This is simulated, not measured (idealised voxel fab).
You're looking at the process module voxel ribs on slabs.
We display cut, a cross-section 280 nm in width whose square cells are each 5 nm.
If you're reading a cross-section in this doc, picture square cells in a grid; it comes to you as bands, top ones listed first down to the bottom, and a band can be one or more rows of cells.
The band entry comprises the height of the band's top followed by the height of its bottom, expressed in nm, and subsequently the band's materials from left to right, each stated together with its width in nm. Where a single material is marked with the word "edge to edge", that material fills the band from edge to edge. The word "air" represents empty space.
Heights are measured from 0, the level below which the as-received wafer is all one material; the lowest band has no bottom and continues downward, written as in "top 0, no bottom".
The notation "30->40" denotes a width that varies across the rows of cells in the band, beginning at the first number in the top row, finishing at the second number in the bottom row, and changing by an identical amount from each row to the next.
Key: "changes: none" - step with no changed cell in the cross-section.
"Trapped cavities" enumerates empty spaces isolated from the top, with no open way to it, that contain at least 8 cells, giving each as width x height at distance from the left edge, all three in nm.
Where a step's line continues beyond its settings, the continuation is a remark by the simulator itself on that step.
What "overlay nm" on a step's line means: if the step has a mask, that mask lay this far to the right of its planned place, or, when the value is negative, to the left.
Intended process steps:
| 1 | RECEIVE, material Si |
| 2 | DIRECTIONAL_DEP, material SiO2, thk nm 30 |
| 3 | DIRECTIONAL_DEP, material SiN, thk nm 20 |
| 4 | PATTERN, tone cover, mask id RIB, material resist, width nm 15, thk nm 15, overlay nm 0 |
| 5 | DIRECTIONAL_ETCH, etch materials SiN, depth nm 10 |
| 6 | STRIP, etch materials resist |
| 7 | MASKED_ETCH, tone cover, mask id SLAB, width nm 35, etch materials SiN, depth nm 10, overlay nm 0 |
| 8 | FILL_DEP, material SiO2, thk nm 20 |
| 9 | CMP, height nm 60 |
| 10 | DIRECTIONAL_DEP, material W, thk nm 5 |
| 11 | MASKED_ETCH, tone cover, mask id HEATER, width nm 25, etch materials W, depth nm 5, overlay nm 0 |
| 12 | CONFORMAL_DEP, material SiO2, thk nm 5 |
All wafers enter the flow in the same state. The width nm at step 7 differs from wafer to wafer, and the plan gives the value for the first wafer.
The as-received cross-section of the first of several wafers corresponds to the state after step 1:
> top 0, no bottom = Si edge to edge
> Trapped cavities: none
Tabulated below, wafer by wafer, are the end-of-module results: for each material, the number of cells gained (+) or lost (-) relative to the as-received state, followed by the closed voids:
width nm 35; +20 SiN; +710 SiO2; +5 W; Trapped cavities: none
width nm 40; +22 SiN; +708 SiO2; +5 W; Trapped cavities: none
width nm 45; +24 SiN; +706 SiO2; +5 W; Trapped cavities: none
width nm 50; +26 SiN; +704 SiO2; +5 W; Trapped cavities: none
width nm 55; +28 SiN; +702 SiO2; +5 W; Trapped cavities: none
width nm 60; +30 SiN; +700 SiO2; +5 W; Trapped cavities: none
